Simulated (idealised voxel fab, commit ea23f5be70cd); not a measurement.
process module | voxel capacitor over wiring
cross-section cut | 145 nm wide | cells 5 nm
A cross-section is a grid of square cells, given in bands from the top down. A band is one or more rows of cells.
Each band's line starts with the height of the band's top and of its bottom, in nm. Then come its materials from left to right, each with its width in nm. One material with "throughout" fills the band from edge to edge. "air" is empty space.
Height 0 is the level under which the wafer as received is all one material. The lowest band goes on downwards, as in "0 down".
A width such as "30 to 40" changes by the same amount from each row of cells to the next, from the band's top row to its bottom row.
"no change" after a step means that no cell of the cross-section changed.
closed voids: empty space of 8 cells or more with no open way to the top, each as width x height at its distance from the left edge, in nm
after a step's settings: what the simulator itself notes on the step
overlay nm, on a step with a mask: how far to the right of its planned place the mask lay; to the left if negative
Each pair below shows a cross-section before one step and the cross-section after it, down to the lowest band that changed. The line under each pair gives the step between them, with its settings. The pairs can come from different runs of this module on the same starting wafer, so a pair continues from the pair above only where its "before" says so.
before
  55 to 50: Ru throughout
  50 to 45: TiN 20 | Ru 15 | TiN 75 | Ru 15 | TiN 20
  45 to 30: lowk 15 | TiN 5 | Ru 15 | TiN 5 | lowk 65 | TiN 5 | Ru 15 | TiN 5 | lowk 15
  30 to 25: SiCN 15 | TiN 25 | SiCN 65 | TiN 25 | SiCN 15
  25 to 15: SiCN throughout
  15 to 0: SiO2 throughout
  0 down: Si throughout
  closed voids: none
after
  35 to 30: lowk 15 | TiN 5 | Ru 15 | TiN 5 | lowk 65 | TiN 5 | Ru 15 | TiN 5 | lowk 15
  below 30: unchanged
  closed voids: none
the step between: op CMP | height nm 35
before: the cross-section after the pair above
after
  40 to 35: air 10 | Ru 35 | air 55 | Ru 35 | air 10
  below 35: unchanged
  closed voids: none
the step between: op EPI | material Ru | thk nm 5
before: the cross-section after the pair above
after
  45 to 40: SiCN throughout
  40 to 35: SiCN 10 | Ru 35 | SiCN 55 | Ru 35 | SiCN 10
  below 35: unchanged
  closed voids: none
the step between: op FILL_DEP | material SiCN | thk nm 5
before: the cross-section after the pair above
after
  55 to 45: lowk throughout
  below 45: unchanged
  closed voids: none
the step between: op DIRECTIONAL_DEP | material lowk | thk nm 10
before: the cross-section after the pair above
after
  55 to 45: lowk 25 | air 15 | lowk 105
  below 45: unchanged
  closed voids: none
the step between: op MASKED_ETCH | tone open | mask id PLUG_1 | width nm 15 | etch materials lowk | depth nm 10 | overlay nm 0
before: the cross-section after the pair above
after
  55 to 45: lowk 25 | air 15 | lowk 105
  45 to 40: SiCN 25 | air 15 | SiCN 105
  below 40: unchanged
  closed voids: none
the step between: op MASKED_ETCH | tone open | mask id PLUG_1 | width nm 15 | etch materials SiCN | depth nm 5 | overlay nm 0
before: the cross-section after the pair above
after
  60 to 55: TiN 30 | air 5 | TiN 110
  55 to 45: lowk 25 | TiN 5 | air 5 | TiN 5 | lowk 105
  45 to 40: SiCN 25 | TiN 15 | SiCN 105
  below 40: unchanged
  closed voids: none
the step between: op CONFORMAL_DEP | material TiN | thk nm 5
before: the cross-section after the pair above
after
  65 to 60: Ru throughout
  60 to 55: TiN 30 | Ru 5 | TiN 110
  55 to 45: lowk 25 | TiN 5 | Ru 5 | TiN 5 | lowk 105
  below 45: unchanged
  closed voids: none
the step between: op FILL_DEP | material Ru | thk nm 5
before: the cross-section after the pair above
after
  55 to 45: lowk 25 | TiN 5 | Ru 5 | TiN 5 | lowk 105
  below 45: unchanged
  closed voids: none
the step between: op CMP | height nm 55
before: the cross-section after the pair above
after
  65 to 55: TiN throughout
  below 55: unchanged
  closed voids: none
the step between: op DIRECTIONAL_DEP | material TiN | thk nm 10
before: the cross-section after the pair above
after
  70 to 65: SiN throughout
  below 65: unchanged
  closed voids: none
the step between: op DIRECTIONAL_DEP | material SiN | thk nm 5
before: the cross-section after the pair above
after
  75 to 70: TiN throughout
  below 70: unchanged
  closed voids: none
the step between: op DIRECTIONAL_DEP | material TiN | thk nm 5
before: the cross-section after the pair above
after
  95 to 75: air 25 | resist 70 | air 50
  below 75: unchanged
  closed voids: none
the step between: op PATTERN | tone cover | mask id UPPER_PLATE | material resist | width nm 70 | thk nm 20 | overlay nm 0
before: the cross-section after the pair above
after
  95 to 75: air 25 | resist 70 | air 50
  75 to 70: air 25 | TiN 70 | air 50
  below 70: unchanged
  closed voids: none
the step between: op DIRECTIONAL_ETCH | etch materials TiN | depth nm 5
before: the cross-section after the pair above
after
  95 to 75: air 25 | resist 70 | air 50
  75 to 70: air 25 | TiN 70 | air 50
  70 to 65: air 25 | SiN 70 | air 50
  below 65: unchanged
  closed voids: none
the step between: op DIRECTIONAL_ETCH | etch materials SiN | depth nm 5
before: the cross-section after the pair above
after
  75 to 70: air 25 | TiN 70 | air 50
  below 70: unchanged
  closed voids: none
the step between: op STRIP | etch materials resist
before: the cross-section after the pair above
after
  75 to 70: air 25 | TiN 70 | air 50
  70 to 65: air 25 | SiN 70 | air 50
  65 to 55: air 20 | TiN 80 | air 45
  below 55: unchanged
  closed voids: none
the step between: op MASKED_ETCH | tone cover | mask id LOWER_PLATE | width nm 80 | etch materials TiN | depth nm 10 | overlay nm 0
before: the cross-section after the pair above
after
  90 to 75: SiO2 throughout
  75 to 70: SiO2 25 | TiN 70 | SiO2 50
  70 to 65: SiO2 25 | SiN 70 | SiO2 50
  65 to 55: SiO2 20 | TiN 80 | SiO2 45
  below 55: unchanged
  closed voids: none
the step between: op FILL_DEP | material SiO2 | thk nm 15
before: the cross-section after the pair above
after
  85 to 75: SiO2 throughout
  below 75: unchanged
  closed voids: none
the step between: op CMP | height nm 85
before: the cross-section after the pair above
after
  105 to 85: resist 35 | air 15 | resist 95
  below 85: unchanged
  closed voids: none
the step between: op PATTERN | tone open | mask id PLUG_2 | material resist | width nm 15 | thk nm 20 | overlay nm 0
before: the cross-section after the pair above
after
  105 to 85: resist 35 | air 15 | resist 95
  85 to 75: SiO2 35 | air 15 | SiO2 95
  below 75: unchanged
  closed voids: none
the step between: op DIRECTIONAL_ETCH | etch materials SiO2 | depth nm 10
before: the cross-section after the pair above
after
  85 to 75: SiO2 35 | air 15 | SiO2 95
  below 75: unchanged
  closed voids: none
the step between: op STRIP | etch materials resist
before: the cross-section after the pair above
after
  90 to 85: TiN 40 | air 5 | TiN 100
  85 to 80: SiO2 35 | TiN 5 | air 5 | TiN 5 | SiO2 95
  80 to 70: SiO2 35 to 25 | TiN 15 to 70 | SiO2 95 to 50
  below 70: unchanged
  closed voids: none
the step between: op CONFORMAL_DEP | material TiN | thk nm 5
before: the cross-section after the pair above
after
  100 to 90: Ru throughout
  90 to 85: TiN 40 | Ru 5 | TiN 100
  85 to 80: SiO2 35 | TiN 5 | Ru 5 | TiN 5 | SiO2 95
  below 80: unchanged
  closed voids: none
the step between: op FILL_DEP | material Ru | thk nm 10
before: the cross-section after the pair above
after
  85 to 80: SiO2 35 | TiN 5 | Ru 5 | TiN 5 | SiO2 95
  below 80: unchanged
  closed voids: none
the step between: op CMP | height nm 85
before: the cross-section after the pair above
after
  90 to 85: SiCN throughout
  below 85: unchanged
  closed voids: none
the step between: op CONFORMAL_DEP | material SiCN | thk nm 5
before
  35 to 20: lowk throughout
  20 to 15: SiCN throughout
  15 to 0: SiO2 throughout
  0 down: Si throughout
  closed voids: none
after
  50 to 35: resist 20 | air 20 | resist 70 | air 20 | resist 15
  below 35: unchanged
  closed voids: none
the step between: op PATTERN | tone open | mask id METAL_1 | material resist | width nm 20 | pitch nm 90 | thk nm 15 | overlay nm 0
before: the cross-section after the pair above
after
  50 to 35: resist 20 | air 20 | resist 70 | air 20 | resist 15
  35 to 20: lowk 20 | air 20 | lowk 70 | air 20 | lowk 15
  below 20: unchanged
  closed voids: none
the step between: op DIRECTIONAL_ETCH | etch materials lowk | depth nm 15
before: the cross-section after the pair above
after
  50 to 35: resist 20 | air 20 | resist 70 | air 20 | resist 15
  35 to 20: lowk 20 | air 20 | lowk 70 | air 20 | lowk 15
  20 to 15: SiCN 20 | air 20 | SiCN 70 | air 20 | SiCN 15
  below 15: unchanged
  closed voids: none
the step between: op DIRECTIONAL_ETCH | etch materials SiCN | depth nm 5
before: the cross-section after the pair above
after
  35 to 20: lowk 20 | air 20 | lowk 70 | air 20 | lowk 15
  below 20: unchanged
  closed voids: none
the step between: op STRIP | etch materials resist
before: the cross-section after the pair above
after
  40 to 35: TiN 25 | air 10 | TiN 80 | air 10 | TiN 20
  35 to 20: lowk 20 | TiN 5 | air 10 | TiN 5 | lowk 70 | TiN 5 | air 10 | TiN 5 | lowk 15
  20 to 15: SiCN 20 | TiN 20 | SiCN 70 | TiN 20 | SiCN 15
  below 15: unchanged
  closed voids: none
the step between: op CONFORMAL_DEP | material TiN | thk nm 5
before: the cross-section after the pair above
after
  45 to 40: Ru throughout
  40 to 35: TiN 25 | Ru 10 | TiN 80 | Ru 10 | TiN 20
  35 to 20: lowk 20 | TiN 5 | Ru 10 | TiN 5 | lowk 70 | TiN 5 | Ru 10 | TiN 5 | lowk 15
  below 20: unchanged
  closed voids: none
the step between: op FILL_DEP | material Ru | thk nm 5
before: the cross-section after the pair above
after
  35 to 20: lowk 20 | TiN 5 | Ru 10 | TiN 5 | lowk 70 | TiN 5 | Ru 10 | TiN 5 | lowk 15
  below 20: unchanged
  closed voids: none
the step between: op CMP | height nm 35
before: the cross-section after the pair above
after
  40 to 35: air 15 | Ru 30 | air 60 | Ru 30 | air 10
  below 35: unchanged
  closed voids: none
the step between: op EPI | material Ru | thk nm 5
before: the cross-section after the pair above
after
  45 to 40: SiCN throughout
  40 to 35: SiCN 15 | Ru 30 | SiCN 60 | Ru 30 | SiCN 10
  below 35: unchanged
  closed voids: none
the step between: op FILL_DEP | material SiCN | thk nm 5
before: the cross-section after the pair above
after
  55 to 45: lowk throughout
  below 45: unchanged
  closed voids: none
the step between: op DIRECTIONAL_DEP | material lowk | thk nm 10
before: the cross-section after the pair above
after
  55 to 45: lowk 25 | air 15 | lowk 105
  below 45: unchanged
  closed voids: none
the step between: op MASKED_ETCH | tone open | mask id PLUG_1 | width nm 15 | etch materials lowk | depth nm 10 | overlay nm 0
before: the cross-section after the pair above
after
  55 to 45: lowk 25 | air 15 | lowk 105
  45 to 40: SiCN 25 | air 15 | SiCN 105
  below 40: unchanged
  closed voids: none
the step between: op MASKED_ETCH | tone open | mask id PLUG_1 | width nm 15 | etch materials SiCN | depth nm 5 | overlay nm 0
before: the cross-section after the pair above
after
  60 to 55: TiN 30 | air 5 | TiN 110
  55 to 45: lowk 25 | TiN 5 | air 5 | TiN 5 | lowk 105
  45 to 40: SiCN 25 | TiN 15 | SiCN 105
  below 40: unchanged
  closed voids: none
the step between: op CONFORMAL_DEP | material TiN | thk nm 5
before: the cross-section after the pair above
after
  65 to 60: Ru throughout
  60 to 55: TiN 30 | Ru 5 | TiN 110
  55 to 45: lowk 25 | TiN 5 | Ru 5 | TiN 5 | lowk 105
  below 45: unchanged
  closed voids: none
the step between: op FILL_DEP | material Ru | thk nm 5
before: the cross-section after the pair above
after
  55 to 45: lowk 25 | TiN 5 | Ru 5 | TiN 5 | lowk 105
  below 45: unchanged
  closed voids: none
the step between: op CMP | height nm 55
before: the cross-section after the pair above
after
  65 to 55: TiN throughout
  below 55: unchanged
  closed voids: none
the step between: op DIRECTIONAL_DEP | material TiN | thk nm 10
before: the cross-section after the pair above
after
  70 to 65: SiN throughout
  below 65: unchanged
  closed voids: none
the step between: op DIRECTIONAL_DEP | material SiN | thk nm 5
before: the cross-section after the pair above
after
  75 to 70: TiN throughout
  below 70: unchanged
  closed voids: none
the step between: op DIRECTIONAL_DEP | material TiN | thk nm 5
before: the cross-section after the pair above
after
  95 to 75: air 25 | resist 70 | air 50
  below 75: unchanged
  closed voids: none
the step between: op PATTERN | tone cover | mask id UPPER_PLATE | material resist | width nm 70 | thk nm 20 | overlay nm 0
before: the cross-section after the pair above
after
  95 to 75: air 25 | resist 70 | air 50
  75 to 70: air 25 | TiN 70 | air 50
  below 70: unchanged
  closed voids: none
the step between: op DIRECTIONAL_ETCH | etch materials TiN | depth nm 5
before: the cross-section after the pair above
after
  95 to 75: air 25 | resist 70 | air 50
  75 to 70: air 25 | TiN 70 | air 50
  70 to 65: air 25 | SiN 70 | air 50
  below 65: unchanged
  closed voids: none
the step between: op DIRECTIONAL_ETCH | etch materials SiN | depth nm 5
before: the cross-section after the pair above
after
  75 to 70: air 25 | TiN 70 | air 50
  below 70: unchanged
  closed voids: none
the step between: op STRIP | etch materials resist
before: the cross-section after the pair above
after
  75 to 70: air 25 | TiN 70 | air 50
  70 to 65: air 25 | SiN 70 | air 50
  65 to 55: air 20 | TiN 80 | air 45
  below 55: unchanged
  closed voids: none
the step between: op MASKED_ETCH | tone cover | mask id LOWER_PLATE | width nm 80 | etch materials TiN | depth nm 10 | overlay nm 0
before: the cross-section after the pair above
after
  90 to 75: SiO2 throughout
  75 to 70: SiO2 25 | TiN 70 | SiO2 50
  70 to 65: SiO2 25 | SiN 70 | SiO2 50
  65 to 55: SiO2 20 | TiN 80 | SiO2 45
  below 55: unchanged
  closed voids: none
the step between: op FILL_DEP | material SiO2 | thk nm 15
before: the cross-section after the pair above
after
  85 to 75: SiO2 throughout
  below 75: unchanged
  closed voids: none
the step between: op CMP | height nm 85
before: the cross-section after the pair above
after
  105 to 85: resist 35 | air 15 | resist 95
  below 85: unchanged
  closed voids: none
the step between: op PATTERN | tone open | mask id PLUG_2 | material resist | width nm 15 | thk nm 20 | overlay nm 0
before: the cross-section after the pair above
after
  105 to 85: resist 35 | air 15 | resist 95
  85 to 75: SiO2 35 | air 15 | SiO2 95
  below 75: unchanged
  closed voids: none
the step between: op DIRECTIONAL_ETCH | etch materials SiO2 | depth nm 10
before: the cross-section after the pair above
after
  85 to 75: SiO2 35 | air 15 | SiO2 95
  below 75: unchanged
  closed voids: none
the step between: op STRIP | etch materials resist
before: the cross-section after the pair above
after
  90 to 85: TiN 40 | air 5 | TiN 100
  85 to 80: SiO2 35 | TiN 5 | air 5 | TiN 5 | SiO2 95
  80 to 70: SiO2 35 to 25 | TiN 15 to 70 | SiO2 95 to 50
  below 70: unchanged
  closed voids: none
the step between: op CONFORMAL_DEP | material TiN | thk nm 5
before: the cross-section after the pair above
after
  100 to 90: Ru throughout
  90 to 85: TiN 40 | Ru 5 | TiN 100
  85 to 80: SiO2 35 | TiN 5 | Ru 5 | TiN 5 | SiO2 95
  below 80: unchanged
  closed voids: none
the step between: op FILL_DEP | material Ru | thk nm 10
before: the cross-section after the pair above
after
  85 to 80: SiO2 35 | TiN 5 | Ru 5 | TiN 5 | SiO2 95
  below 80: unchanged
  closed voids: none
the step between: op CMP | height nm 85
before: the cross-section after the pair above
after
  90 to 85: SiCN throughout
  below 85: unchanged
  closed voids: none
the step between: op CONFORMAL_DEP | material SiCN | thk nm 5
before
  85 to 75: SiO2 throughout
  75 to 70: SiO2 25 | TiN 70 | SiO2 50
  70 to 65: SiO2 25 | SiN 70 | SiO2 50
  65 to 55: SiO2 20 | TiN 80 | SiO2 45
  55 to 45: lowk 25 | TiN 5 | Ru 5 | TiN 5 | lowk 105
  45 to 40: SiCN 25 | TiN 15 | SiCN 105
  40 to 35: SiCN 10 | Ru 35 | SiCN 55 | Ru 35 | SiCN 10
  35 to 20: lowk 15 | TiN 5 | Ru 15 | TiN 5 | lowk 65 | TiN 5 | Ru 15 | TiN 5 | lowk 15
  20 to 15: SiCN 15 | TiN 25 | SiCN 65 | TiN 25 | SiCN 15
  15 to 0: SiO2 throughout
  0 down: Si throughout
  closed voids: none
after
  105 to 85: resist 45 | air 15 | resist 85
  below 85: unchanged
  closed voids: none
the step between: op PATTERN | tone open | mask id PLUG_2 | material resist | width nm 15 | thk nm 20 | overlay nm 10
before: the cross-section after the pair above
after
  105 to 85: resist 45 | air 15 | resist 85
  85 to 75: SiO2 45 | air 15 | SiO2 85
  below 75: unchanged
  closed voids: none
the step between: op DIRECTIONAL_ETCH | etch materials SiO2 | depth nm 10
before: the cross-section after the pair above
after
  85 to 75: SiO2 45 | air 15 | SiO2 85
  below 75: unchanged
  closed voids: none
the step between: op STRIP | etch materials resist
before: the cross-section after the pair above
after
  90 to 85: TiN 50 | air 5 | TiN 90
  85 to 80: SiO2 45 | TiN 5 | air 5 | TiN 5 | SiO2 85
  80 to 70: SiO2 45 to 25 | TiN 15 to 70 | SiO2 85 to 50
  below 70: unchanged
  closed voids: none
the step between: op CONFORMAL_DEP | material TiN | thk nm 5
before: the cross-section after the pair above
after
  100 to 90: Ru throughout
  90 to 85: TiN 50 | Ru 5 | TiN 90
  85 to 80: SiO2 45 | TiN 5 | Ru 5 | TiN 5 | SiO2 85
  below 80: unchanged
  closed voids: none
the step between: op FILL_DEP | material Ru | thk nm 10
before: the cross-section after the pair above
after
  85 to 80: SiO2 45 | TiN 5 | Ru 5 | TiN 5 | SiO2 85
  below 80: unchanged
  closed voids: none
the step between: op CMP | height nm 85
before: the cross-section after the pair above
after
  90 to 85: SiCN throughout
  below 85: unchanged
  closed voids: none
the step between: op CONFORMAL_DEP | material SiCN | thk nm 5
before
  40 to 35: TiN 20 | air 15 | TiN 75 | air 15 | TiN 20
  35 to 20: lowk 15 | TiN 5 | air 15 | TiN 5 | lowk 65 | TiN 5 | air 15 | TiN 5 | lowk 15
  20 to 15: SiCN 15 | TiN 25 | SiCN 65 | TiN 25 | SiCN 15
  15 to 0: SiO2 throughout
  0 down: Si throughout
  closed voids: none
after
  45 to 40: SiO2 throughout
  40 to 35: TiN 20 | SiO2 15 | TiN 75 | SiO2 15 | TiN 20
  35 to 20: lowk 15 | TiN 5 | SiO2 15 | TiN 5 | lowk 65 | TiN 5 | SiO2 15 | TiN 5 | lowk 15
  below 20: unchanged
  closed voids: none
the step between: op FILL_DEP | material SiO2 | thk nm 5
before: the cross-section after the pair above
after
  35 to 20: lowk 15 | TiN 5 | SiO2 15 | TiN 5 | lowk 65 | TiN 5 | SiO2 15 | TiN 5 | lowk 15
  below 20: unchanged
  closed voids: none
the step between: op CMP | height nm 35
before: the cross-section after the pair above
after
  40 to 35: air 10 | Ru 15 | air 5 | Ru 15 | air 55 | Ru 15 | air 5 | Ru 15 | air 10
  below 35: unchanged
  closed voids: none
the step between: op EPI | material Ru | thk nm 5
before: the cross-section after the pair above
after
  45 to 40: SiCN throughout
  40 to 35: SiCN 10 | Ru 15 | SiCN 5 | Ru 15 | SiCN 55 | Ru 15 | SiCN 5 | Ru 15 | SiCN 10
  below 35: unchanged
  closed voids: none
the step between: op FILL_DEP | material SiCN | thk nm 5
before: the cross-section after the pair above
after
  55 to 45: lowk throughout
  below 45: unchanged
  closed voids: none
the step between: op DIRECTIONAL_DEP | material lowk | thk nm 10
before: the cross-section after the pair above
after
  55 to 45: lowk 25 | air 15 | lowk 105
  below 45: unchanged
  closed voids: none
the step between: op MASKED_ETCH | tone open | mask id PLUG_1 | width nm 15 | etch materials lowk | depth nm 10 | overlay nm 0
before: the cross-section after the pair above
after
  55 to 45: lowk 25 | air 15 | lowk 105
  45 to 40: SiCN 25 | air 15 | SiCN 105
  below 40: unchanged
  closed voids: none
the step between: op MASKED_ETCH | tone open | mask id PLUG_1 | width nm 15 | etch materials SiCN | depth nm 5 | overlay nm 0
before: the cross-section after the pair above
after
  60 to 55: TiN 30 | air 5 | TiN 110
  55 to 45: lowk 25 | TiN 5 | air 5 | TiN 5 | lowk 105
  45 to 40: SiCN 25 | TiN 15 | SiCN 105
  below 40: unchanged
  closed voids: none
the step between: op CONFORMAL_DEP | material TiN | thk nm 5
before: the cross-section after the pair above
after
  65 to 60: Ru throughout
  60 to 55: TiN 30 | Ru 5 | TiN 110
  55 to 45: lowk 25 | TiN 5 | Ru 5 | TiN 5 | lowk 105
  below 45: unchanged
  closed voids: none
the step between: op FILL_DEP | material Ru | thk nm 5
before: the cross-section after the pair above
after
  55 to 45: lowk 25 | TiN 5 | Ru 5 | TiN 5 | lowk 105
  below 45: unchanged
  closed voids: none
the step between: op CMP | height nm 55
before: the cross-section after the pair above
after
  65 to 55: TiN throughout
  below 55: unchanged
  closed voids: none
the step between: op DIRECTIONAL_DEP | material TiN | thk nm 10
before: the cross-section after the pair above
after
  70 to 65: SiN throughout
  below 65: unchanged
  closed voids: none
the step between: op DIRECTIONAL_DEP | material SiN | thk nm 5
before: the cross-section after the pair above
after
  75 to 70: TiN throughout
  below 70: unchanged
  closed voids: none
the step between: op DIRECTIONAL_DEP | material TiN | thk nm 5
before: the cross-section after the pair above
after
  95 to 75: air 25 | resist 70 | air 50
  below 75: unchanged
  closed voids: none
the step between: op PATTERN | tone cover | mask id UPPER_PLATE | material resist | width nm 70 | thk nm 20 | overlay nm 0
before: the cross-section after the pair above
after
  95 to 75: air 25 | resist 70 | air 50
  75 to 70: air 25 | TiN 70 | air 50
  below 70: unchanged
  closed voids: none
the step between: op DIRECTIONAL_ETCH | etch materials TiN | depth nm 5
before: the cross-section after the pair above
after
  95 to 75: air 25 | resist 70 | air 50
  75 to 70: air 25 | TiN 70 | air 50
  70 to 65: air 25 | SiN 70 | air 50
  below 65: unchanged
  closed voids: none
the step between: op DIRECTIONAL_ETCH | etch materials SiN | depth nm 5
before: the cross-section after the pair above
after
  75 to 70: air 25 | TiN 70 | air 50
  below 70: unchanged
  closed voids: none
the step between: op STRIP | etch materials resist
before: the cross-section after the pair above
after
  75 to 70: air 25 | TiN 70 | air 50
  70 to 65: air 25 | SiN 70 | air 50
  65 to 55: air 20 | TiN 80 | air 45
  below 55: unchanged
  closed voids: none
the step between: op MASKED_ETCH | tone cover | mask id LOWER_PLATE | width nm 80 | etch materials TiN | depth nm 10 | overlay nm 0
before: the cross-section after the pair above
after
  90 to 75: SiO2 throughout
  75 to 70: SiO2 25 | TiN 70 | SiO2 50
  70 to 65: SiO2 25 | SiN 70 | SiO2 50
  65 to 55: SiO2 20 | TiN 80 | SiO2 45
  below 55: unchanged
  closed voids: none
the step between: op FILL_DEP | material SiO2 | thk nm 15
before: the cross-section after the pair above
after
  85 to 75: SiO2 throughout
  below 75: unchanged
  closed voids: none
the step between: op CMP | height nm 85
before: the cross-section after the pair above
after
  105 to 85: resist 35 | air 15 | resist 95
  below 85: unchanged
  closed voids: none
the step between: op PATTERN | tone open | mask id PLUG_2 | material resist | width nm 15 | thk nm 20 | overlay nm 0
before: the cross-section after the pair above
after
  105 to 85: resist 35 | air 15 | resist 95
  85 to 75: SiO2 35 | air 15 | SiO2 95
  below 75: unchanged
  closed voids: none
the step between: op DIRECTIONAL_ETCH | etch materials SiO2 | depth nm 10
before: the cross-section after the pair above
after
  85 to 75: SiO2 35 | air 15 | SiO2 95
  below 75: unchanged
  closed voids: none
the step between: op STRIP | etch materials resist
before: the cross-section after the pair above
after
  90 to 85: TiN 40 | air 5 | TiN 100
  85 to 80: SiO2 35 | TiN 5 | air 5 | TiN 5 | SiO2 95
  80 to 70: SiO2 35 to 25 | TiN 15 to 70 | SiO2 95 to 50
  below 70: unchanged
  closed voids: none
the step between: op CONFORMAL_DEP | material TiN | thk nm 5
before: the cross-section after the pair above
after
  100 to 90: Ru throughout
  90 to 85: TiN 40 | Ru 5 | TiN 100
  85 to 80: SiO2 35 | TiN 5 | Ru 5 | TiN 5 | SiO2 95
  below 80: unchanged
  closed voids: none
the step between: op FILL_DEP | material Ru | thk nm 10
before: the cross-section after the pair above
after
  85 to 80: SiO2 35 | TiN 5 | Ru 5 | TiN 5 | SiO2 95
  below 80: unchanged
  closed voids: none
the step between: op CMP | height nm 85
before: the cross-section after the pair above
after
  90 to 85: SiCN throughout
  below 85: unchanged
  closed voids: none
the step between: op CONFORMAL_DEP | material SiCN | thk nm 5
before
  75 to 70: air 25 | TiN 70 | air 50
  70 to 65: air 25 | SiN 70 | air 50
  65 to 55: TiN throughout
  55 to 45: lowk 25 | TiN 5 | Ru 5 | TiN 5 | lowk 105
  45 to 40: SiCN 25 | TiN 15 | SiCN 105
  40 to 35: SiCN 10 | Ru 35 | SiCN 55 | Ru 35 | SiCN 10
  35 to 20: lowk 15 | TiN 5 | Ru 15 | TiN 5 | lowk 65 | TiN 5 | Ru 15 | TiN 5 | lowk 15
  20 to 15: SiCN 15 | TiN 25 | SiCN 65 | TiN 25 | SiCN 15
  15 to 0: SiO2 throughout
  0 down: Si throughout
  closed voids: none
after
  70 to 65: air 25 | SiN 70 | air 50
  65 to 55: TiN 20 | air 5 | TiN 70 | air 5 | TiN 45
  below 55: unchanged
  closed voids: none
the step between: op MASKED_ETCH | tone open | mask id LOWER_PLATE | width nm 80 | etch materials TiN | depth nm 10 | overlay nm 0
before: the cross-section after the pair above
after
  85 to 70: SiO2 throughout
  70 to 65: SiO2 25 | SiN 70 | SiO2 50
  65 to 55: TiN 20 | SiO2 5 | TiN 70 | SiO2 5 | TiN 45
  below 55: unchanged
  closed voids: none
the step between: op FILL_DEP | material SiO2 | thk nm 15
before: the cross-section after the pair above
after
  105 to 85: resist 35 | air 15 | resist 95
  below 85: unchanged
  closed voids: none
the step between: op PATTERN | tone open | mask id PLUG_2 | material resist | width nm 15 | thk nm 20 | overlay nm 0
before: the cross-section after the pair above
after
  105 to 85: resist 35 | air 15 | resist 95
  85 to 75: SiO2 35 | air 15 | SiO2 95
  below 75: unchanged
  closed voids: none
the step between: op DIRECTIONAL_ETCH | etch materials SiO2 | depth nm 10
before: the cross-section after the pair above
after
  85 to 75: SiO2 35 | air 15 | SiO2 95
  below 75: unchanged
  closed voids: none
the step between: op STRIP | etch materials resist
before: the cross-section after the pair above
after
  90 to 85: TiN 40 | air 5 | TiN 100
  85 to 80: SiO2 35 | TiN 5 | air 5 | TiN 5 | SiO2 95
  80 to 75: SiO2 35 | TiN 15 | SiO2 95
  below 75: unchanged
  closed voids: none
the step between: op CONFORMAL_DEP | material TiN | thk nm 5
before: the cross-section after the pair above
after
  100 to 90: Ru throughout
  90 to 85: TiN 40 | Ru 5 | TiN 100
  85 to 80: SiO2 35 | TiN 5 | Ru 5 | TiN 5 | SiO2 95
  below 80: unchanged
  closed voids: none
the step between: op FILL_DEP | material Ru | thk nm 10
before: the cross-section after the pair above
after
  85 to 80: SiO2 35 | TiN 5 | Ru 5 | TiN 5 | SiO2 95
  below 80: unchanged
  closed voids: none
the step between: op CMP | height nm 85
before: the cross-section after the pair above
after
  90 to 85: SiCN throughout
  below 85: unchanged
  closed voids: none
the step between: op CONFORMAL_DEP | material SiCN | thk nm 5
